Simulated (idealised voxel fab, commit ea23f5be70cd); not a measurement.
process module | voxel trench capacitor
Square cells of 5 nm make up the cross-section cut, whose width is 145 nm.
Format of a cross-section: grid, square cells. Given as bands. Order: top down. Band: one or more rows of cells. The band entry comprises the height of the band's top followed by the height of its bottom, expressed in nm, and subsequently the band's materials from left to right, each stated together with its width in nm. Where a single material is marked with the word "throughout", that material fills the band from edge to edge. The word "empty" represents empty space. Zero point of the height axis is 0; under it, received wafer = one material. Lowest band: continues down indefinitely, "z 0 and below". A width given as "30..40" starts at the first number in the band's top row and ends at the second number in its bottom row, shifting by an equal amount at every step from row to row. "nothing was modified" (step): cross-section cells unchanged, all of them. Closed-off voids of 8+ cells (no open route to the top) go in "Voids, sealed", written width x height at distance from the left edge, in nm. It should be noted that, on the line of a given step, the content following the step's settings is a remark produced by the simulator itself with respect to that step. overlay nm, on a step with a mask: how far to the right of its planned place the mask lay; to the left if negative.

# Listed below are the process steps as planned
1) RECEIVE with material Si
2) CONFORMAL_DEP with material SiN, thk nm 5
3) DIRECTIONAL_DEP with material aC, thk nm 15
4) PATTERN with tone open, mask id TRENCH, material resist, width nm 15, pitch nm 45, thk nm 35, overlay nm 0
5) DIRECTIONAL_ETCH with etch materials aC, depth nm 15
6) STRIP with etch materials resist
7) DIRECTIONAL_ETCH with etch materials SiN, depth nm 5
8) DIRECTIONAL_ETCH with etch materials Si, depth nm 40
9) STRIP with etch materials aC
10) CONFORMAL_DEP with material Al2O3, thk nm 5
11) FILL_DEP with material polySi, thk nm 10
12) CMP with height nm 5

# The first of the two wafers, which ran as planned

# Cross-section of the wafer as it came to us, i.e., already through step 1
* z 0 and below = Si throughout
* Voids, sealed: none

# After step 2, in cross-section
* z 5 to 0 = SiN throughout
* Everything under 0 stays put, no change at all.

# After step 3, in cross-section
* z 20 to 5 = aC throughout
* Everything under 5 stays put, no change at all.

# After step 4, in cross-section
* z 55 to 20 = resist 40 nm  empty 15 nm  resist 30 nm  empty 15 nm  resist 45 nm
* Everything under 20 stays put, no change at all.

# After step 5, in cross-section
* z 40 to 20 = resist 40 nm  empty 15 nm  resist 30 nm  empty 15 nm  resist 45 nm
* z 20 to 5 = aC 40 nm  empty 15 nm  aC 30 nm  empty 15 nm  aC 45 nm
* Everything under 5 stays put, no change at all.

# After step 6, in cross-section
* z 20 to 5 = aC 40 nm  empty 15 nm  aC 30 nm  empty 15 nm  aC 45 nm
* Everything under 5 stays put, no change at all.

# After step 7, in cross-section
* z 20 to 5 = aC 40 nm  empty 15 nm  aC 30 nm  empty 15 nm  aC 45 nm
* z 5 to 0 = SiN 40 nm  empty 15 nm  SiN 30 nm  empty 15 nm  SiN 45 nm
* Everything under 0 stays put, no change at all.

# After step 8, in cross-section
* z 20 to 5 = aC 40 nm  empty 15 nm  aC 30 nm  empty 15 nm  aC 45 nm
* z 5 to 0 = SiN 40 nm  empty 15 nm  SiN 30 nm  empty 15 nm  SiN 45 nm
* z 0 to -40 = Si 40 nm  empty 15 nm  Si 30 nm  empty 15 nm  Si 45 nm
* Everything under -40 stays put, no change at all.

# After step 9, in cross-section
* z 5 to 0 = SiN 40 nm  empty 15 nm  SiN 30 nm  empty 15 nm  SiN 45 nm
* Everything under 0 stays put, no change at all.

# After step 10, in cross-section
* z 10 to 5 = Al2O3 45 nm  empty 5 nm  Al2O3 40 nm  empty 5 nm  Al2O3 50 nm
* z 5 to 0 = SiN 40 nm  Al2O3 5 nm  empty 5 nm  Al2O3 5 nm  SiN 30 nm  Al2O3 5 nm  empty 5 nm  Al2O3 5 nm  SiN 45 nm
* z 0 to -35 = Si 40 nm  Al2O3 5 nm  empty 5 nm  Al2O3 5 nm  Si 30 nm  Al2O3 5 nm  empty 5 nm  Al2O3 5 nm  Si 45 nm
* z -35 to -40 = Si 40 nm  Al2O3 15 nm  Si 30 nm  Al2O3 15 nm  Si 45 nm
* Everything under -40 stays put, no change at all.

# After step 11, in cross-section
* z 20 to 10 = polySi throughout
* z 10 to 5 = Al2O3 45 nm  polySi 5 nm  Al2O3 40 nm  polySi 5 nm  Al2O3 50 nm
* z 5 to 0 = SiN 40 nm  Al2O3 5 nm  polySi 5 nm  Al2O3 5 nm  SiN 30 nm  Al2O3 5 nm  polySi 5 nm  Al2O3 5 nm  SiN 45 nm
* z 0 to -35 = Si 40 nm  Al2O3 5 nm  polySi 5 nm  Al2O3 5 nm  Si 30 nm  Al2O3 5 nm  polySi 5 nm  Al2O3 5 nm  Si 45 nm
* Everything under -35 stays put, no change at all.

# After step 12, in cross-section
* z 5 to 0 = SiN 40 nm  Al2O3 5 nm  polySi 5 nm  Al2O3 5 nm  SiN 30 nm  Al2O3 5 nm  polySi 5 nm  Al2O3 5 nm  SiN 45 nm
* Everything under 0 stays put, no change at all.

# Wafer two of the pair: same origin, same plan, one error during the run; identical to wafer one up to and including step 1

# Second wafer cross-section, taken as of the time the plan sets for step 2 to be done
* z 5 to 0 = polySi throughout
* Everything under 0 stays put, no change at all.

# Second wafer cross-section, taken as of the time the plan sets for step 3 to be done
* z 20 to 5 = aC throughout
* Everything under 5 stays put, no change at all.

# Second wafer cross-section, taken as of the time the plan sets for step 4 to be done
* z 55 to 20 = resist 40 nm  empty 15 nm  resist 30 nm  empty 15 nm  resist 45 nm
* Everything under 20 stays put, no change at all.

# Second wafer cross-section, taken as of the time the plan sets for step 5 to be done
* z 40 to 20 = resist 40 nm  empty 15 nm  resist 30 nm  empty 15 nm  resist 45 nm
* z 20 to 5 = aC 40 nm  empty 15 nm  aC 30 nm  empty 15 nm  aC 45 nm
* Everything under 5 stays put, no change at all.

# Second wafer cross-section, taken as of the time the plan sets for step 6 to be done
* z 20 to 5 = aC 40 nm  empty 15 nm  aC 30 nm  empty 15 nm  aC 45 nm
* Everything under 5 stays put, no change at all.

Second wafer cross-section, taken as of the time the plan sets for step 7 to be done: nothing was modified

# Second wafer cross-section, taken as of the time the plan sets for step 8 to be done
* z 20 to 5 = aC 40 nm  empty 15 nm  aC 30 nm  empty 15 nm  aC 45 nm
* z 5 to 0 = polySi 40 nm  empty 15 nm  polySi 30 nm  empty 15 nm  polySi 45 nm
* z 0 to -35 = Si 40 nm  empty 15 nm  Si 30 nm  empty 15 nm  Si 45 nm
* Everything under -35 stays put, no change at all.

# Second wafer cross-section, taken as of the time the plan sets for step 9 to be done
* z 5 to 0 = polySi 40 nm  empty 15 nm  polySi 30 nm  empty 15 nm  polySi 45 nm
* Everything under 0 stays put, no change at all.

# Second wafer cross-section, taken as of the time the plan sets for step 10 to be done
* z 10 to 5 = Al2O3 45 nm  empty 5 nm  Al2O3 40 nm  empty 5 nm  Al2O3 50 nm
* z 5 to 0 = polySi 40 nm  Al2O3 5 nm  empty 5 nm  Al2O3 5 nm  polySi 30 nm  Al2O3 5 nm  empty 5 nm  Al2O3 5 nm  polySi 45 nm
* z 0 to -30 = Si 40 nm  Al2O3 5 nm  empty 5 nm  Al2O3 5 nm  Si 30 nm  Al2O3 5 nm  empty 5 nm  Al2O3 5 nm  Si 45 nm
* z -30 to -35 = Si 40 nm  Al2O3 15 nm  Si 30 nm  Al2O3 15 nm  Si 45 nm
* Everything under -35 stays put, no change at all.

# Second wafer cross-section, taken as of the time the plan sets for step 11 to be done
* z 20 to 10 = polySi throughout
* z 10 to 5 = Al2O3 45 nm  polySi 5 nm  Al2O3 40 nm  polySi 5 nm  Al2O3 50 nm
* z 5 to 0 = polySi 40 nm  Al2O3 5 nm  polySi 5 nm  Al2O3 5 nm  polySi 30 nm  Al2O3 5 nm  polySi 5 nm  Al2O3 5 nm  polySi 45 nm
* z 0 to -30 = Si 40 nm  Al2O3 5 nm  polySi 5 nm  Al2O3 5 nm  Si 30 nm  Al2O3 5 nm  polySi 5 nm  Al2O3 5 nm  Si 45 nm
* Everything under -30 stays put, no change at all.

# Second wafer cross-section, taken as of the time the plan sets for step 12 to be done
* z 5 to 0 = polySi 40 nm  Al2O3 5 nm  polySi 5 nm  Al2O3 5 nm  polySi 30 nm  Al2O3 5 nm  polySi 5 nm  Al2O3 5 nm  polySi 45 nm
* Everything under 0 stays put, no change at all.
Here's what went sideways: step 2 did not happen as planned, as run it was CONFORMAL_DEP with material polySi, thk nm 5
Upon completion, the second wafer contains, in terms of cells, a greater or smaller amount of certain materials than the first wafer: Al2O3: 4 fewer, Si: 6 more, SiN: 23 fewer, polySi: 21 more
